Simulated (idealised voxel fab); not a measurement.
Title: Process Module voxel released beams
Cross-section cut: width 225 nm, square cells of 5 nm.
Reading order for cross-sections: top band down to bottom band. Underlying form: a grid of square cells. Band size: one or more rows of cells.
The band entry comprises the height of the band's top followed by the height of its bottom, expressed in nm, and subsequently the band's materials from left to right, each stated together with its width in nm. Where a single material is marked with the word "everywhere", that material fills the band from edge to edge. The word "empty" represents empty space.
Measure heights from 0. That's the level where, below it, the as-received wafer is all one material. The lowest band is bottomless and extends downward; write it as in "0 -> down".
A width such as "30->40" changes by the same amount from each row of cells to the next, from the band's top row to its bottom row.
"no alteration" after a step means that no cell of the cross-section changed.
Entry "Fully sealed cavities" = empty spaces >= 8 cells with no open way to the top; each as width x height at distance, distance from left edge, all nm.
On a step's line, text after the settings is the simulator commenting on that step.
The setting "overlay nm" may be written on the line of a step. When the step uses a mask, the value reports how far to the right of the planned place the mask lay, and a negative value reports that it lay to the left.

Below is the list of planned process steps
1: RECEIVE, material Si
2: CONFORMAL_DEP, material Al2O3, thk nm 10
3: DIRECTIONAL_DEP, material SiO2, thk nm 15
4: MASKED_ETCH, tone open, mask id ANCHOR, width nm 45, etch materials SiO2, depth nm 15, overlay nm 0
5: CONFORMAL_DEP, material polySi, thk nm 15
6: MASKED_ETCH, tone cover, mask id BEAM, width nm 100, etch materials polySi, depth nm 15, overlay nm 0
7: STRIP, etch materials SiO2

Concerning the first of two wafers, which was run in accordance with the plan

Cross-section of the incoming wafer, state after step 1
	0 -> down  Si everywhere
	Fully sealed cavities: none

Cross-section through the wafer, step 2 finished
	10 -> 0  Al2O3 everywhere
	Under 0: no change, same as before.

Cross-section through the wafer, step 3 finished
	25 -> 10  SiO2 everywhere
	Under 10: no change, same as before.

Cross-section through the wafer, step 4 finished
	25 -> 10  65 SiO2; 45 empty; 115 SiO2
	Under 10: no change, same as before.

Cross-section through the wafer, step 5 finished
	40 -> 25  80 polySi; 15 empty; 130 polySi
	25 -> 10  65 SiO2; 45 polySi; 115 SiO2
	Under 10: no change, same as before.

Cross-section through the wafer, step 6 finished
	40 -> 25  60 empty; 20 polySi; 15 empty; 65 polySi; 65 empty
	Under 25: no change, same as before.

Cross-section through the wafer, step 7 finished
	40 -> 25  60 empty; 20 polySi; 15 empty; 65 polySi; 65 empty
	25 -> 10  65 empty; 45 polySi; 115 empty
	Under 10: no change, same as before.

Wafer two of the pair: same origin, same plan, one error during the run; identical to wafer one up to and including step 1

Cross-section, second wafer, at the end time the plan gives for step 2
	15 -> 0  SiO2 everywhere
	Under 0: no change, same as before.

Cross-section, second wafer, at the end time the plan gives for step 3
	25 -> 15  Al2O3 everywhere
	Under 15: no change, same as before.

Cross-section, second wafer, at the end time the plan gives for step 4: no alteration

Cross-section, second wafer, at the end time the plan gives for step 5
	40 -> 25  polySi everywhere
	Under 25: no change, same as before.

Cross-section, second wafer, at the end time the plan gives for step 6
	40 -> 25  60 empty; 100 polySi; 65 empty
	Under 25: no change, same as before.

Cross-section, second wafer, at the end time the plan gives for step 7: no alteration
Heads up, the wafer didn't run the way we planned it: order of steps 2 and 3 inverted relative to the plan
Cell-count delta at end, second wafer over first, by material: 135 more of SiO2, 18 fewer of polySi
